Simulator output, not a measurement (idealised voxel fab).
Name of the process module below: voxel transistor to metal
cross-section cut | 165 nm wide | cells 5 nm
For the purposes of this document, a cross-section shall be understood as a grid of square cells, specified as bands listed in top-to-bottom order, each band consisting of one or more rows of cells. Each band's line starts with the height of the band's top and of its bottom, in nm. Then come its materials from left to right, each with its width in nm. One material with "all across" fills the band from edge to edge. "empty" is empty space. For the purposes of this specification, 0 denotes the height below which the wafer in its as-received condition is composed wholly of one material, and the lowermost band, lacking a lower limit, extends downward without end, as expressed in "top 0, no bottom". The two numbers in a width such as "30->40" mark its ends across the band: the first belongs to the top row of cells, the second to the bottom row, and from each row to the next the width moves by the same amount. Take "no modification" at face value: in the step it is given for, the cross-section changed in none of its cells. The list in "Closed cavities" covers empty spaces of 8 cells or more that cannot reach the top through any open way, and it gives each as width x height at distance; the distance is from the left edge, and width, height and distance are in nm. after a step's settings: what the simulator itself notes on the step. On any step carrying a mask, the "overlay nm" setting, if present on the step's line, tells how far right of its planned place the mask lay; negative values point to the left.

## Process steps foreseen in the plan
1,RECEIVE (material Si)
2,CONFORMAL_DEP (material SiO2; thk nm 5)
3,CONFORMAL_DEP (material SiN; thk nm 10)
4,PATTERN (tone cover; mask id ACTIVE; material resist; width nm 105; thk nm 15; overlay nm 0)
5,DIRECTIONAL_ETCH (etch materials SiN; depth nm 10)
6,DIRECTIONAL_ETCH (etch materials SiO2; depth nm 5)
7,DIRECTIONAL_ETCH (etch materials Si; depth nm 20)
8,STRIP (etch materials resist)
9,FILL_DEP (material SiO2; thk nm 10)
10,CMP (height nm 15)
11,SELECTIVE_ETCH (etch materials SiO2; depth nm 5)
12,STRIP (etch materials SiN)
13,SELECTIVE_ETCH (etch materials SiO2; depth nm 5)
14,OXIDIZE (depth nm 5)
15,DIRECTIONAL_DEP (material polySi; thk nm 25)
16,DIRECTIONAL_DEP (material SiCN; thk nm 10)
17,DIRECTIONAL_DEP (material aC; thk nm 15)
18,PATTERN (tone cover; mask id GATE; material resist; width nm 15; thk nm 30; overlay nm 0)
19,DIRECTIONAL_ETCH (etch materials aC; depth nm 15)
20,STRIP (etch materials resist)
21,DIRECTIONAL_ETCH (etch materials SiCN; depth nm 20)
22,DIRECTIONAL_ETCH (etch materials polySi; depth nm 35)
23,STRIP (etch materials aC)
24,CONFORMAL_DEP (material SiO2; thk nm 5)
25,DIRECTIONAL_ETCH (etch materials SiO2; depth nm 5)
26,CONFORMAL_DEP (material SiN; thk nm 5)
27,DIRECTIONAL_ETCH (etch materials SiN; depth nm 5)
28,DIRECTIONAL_ETCH (etch materials SiO2; depth nm 5)
29,EPI (material SiGe; thk nm 5)
30,FILL_DEP (material SiO2; thk nm 10)
31,CMP (height nm 35)
32,DIRECTIONAL_DEP (material SiO2; thk nm 10)
33,PATTERN (tone open; mask id CONTACT; material resist; width nm 20; pitch nm 65; thk nm 20; overlay nm 0)
34,DIRECTIONAL_ETCH (etch materials SiO2; depth nm 45)
35,STRIP (etch materials resist)
36,CONFORMAL_DEP (material TiN; thk nm 5)
37,FILL_DEP (material Ru; thk nm 5)
38,CMP (height nm 45)
39,DIRECTIONAL_DEP (material TiN; thk nm 5)
40,DIRECTIONAL_DEP (material W; thk nm 20)
41,MASKED_ETCH (tone cover; mask id METAL_1; width nm 20; pitch nm 65; etch materials W; depth nm 20; overlay nm 0)
42,MASKED_ETCH (tone cover; mask id METAL_1; width nm 20; pitch nm 65; etch materials TiN; depth nm 5; overlay nm 0)
43,CONFORMAL_DEP (material SiCN; thk nm 5)
44,FILL_DEP (material lowk; thk nm 10)
45,CMP (height nm 70)
46,CONFORMAL_DEP (material SiN; thk nm 5)

## Cross-sectional view of the wafer in its as-received condition, corresponding to the state after step 1
> top 0, no bottom | Si all across
> Closed cavities: none

## Result of the module, cross-sectioned: start per above, plan per above, one error in how it was run
> top 75, bottom 70 | SiN all across
> top 70, bottom 50 | lowk 35 nm  SiCN 5 nm  W 20 nm  SiCN 5 nm  lowk 35 nm  SiCN 5 nm  W 20 nm  SiCN 5 nm  lowk 35 nm
> top 50, bottom 45 | SiCN 40 nm  TiN 20 nm  SiCN 45 nm  TiN 20 nm  SiCN 40 nm
> top 45, bottom 35 | SiO2 40 nm  TiN 5 nm  Ru 10 nm  TiN 5 nm  SiO2 45 nm  TiN 5 nm  Ru 10 nm  TiN 5 nm  SiO2 40 nm
> top 35, bottom 25 | SiO2 40 nm  TiN 5 nm  Ru 10 nm  TiN 5 nm  SiO2 10 nm  SiN 5 nm  SiCN 15 nm  SiN 5 nm  SiO2 10 nm  TiN 5 nm  Ru 10 nm  TiN 5 nm  SiO2 40 nm
> top 25, bottom 5 | SiO2 40 nm  TiN 5 nm  Ru 10 nm  TiN 5 nm  SiO2 10 nm  SiN 5 nm  polySi 15 nm  SiN 5 nm  SiO2 10 nm  TiN 5 nm  Ru 10 nm  TiN 5 nm  SiO2 40 nm
> top 5, bottom 0 | SiO2 40 nm  TiN 20 nm  SiO2 10 nm  SiN 5 nm  polySi 15 nm  SiN 5 nm  SiO2 10 nm  TiN 20 nm  SiO2 40 nm
> top 0, bottom -5 | SiO2 25 nm  SiN 5 nm  SiGe 40 nm  SiN 5 nm  SiO2 15 nm  SiN 5 nm  SiGe 40 nm  SiN 5 nm  SiO2 25 nm
> top -5, bottom -20 | SiO2 30 nm  Si 105 nm  SiO2 30 nm
> top -20, no bottom | Si all across
> Closed cavities: none
Processing error: step 24 was left out
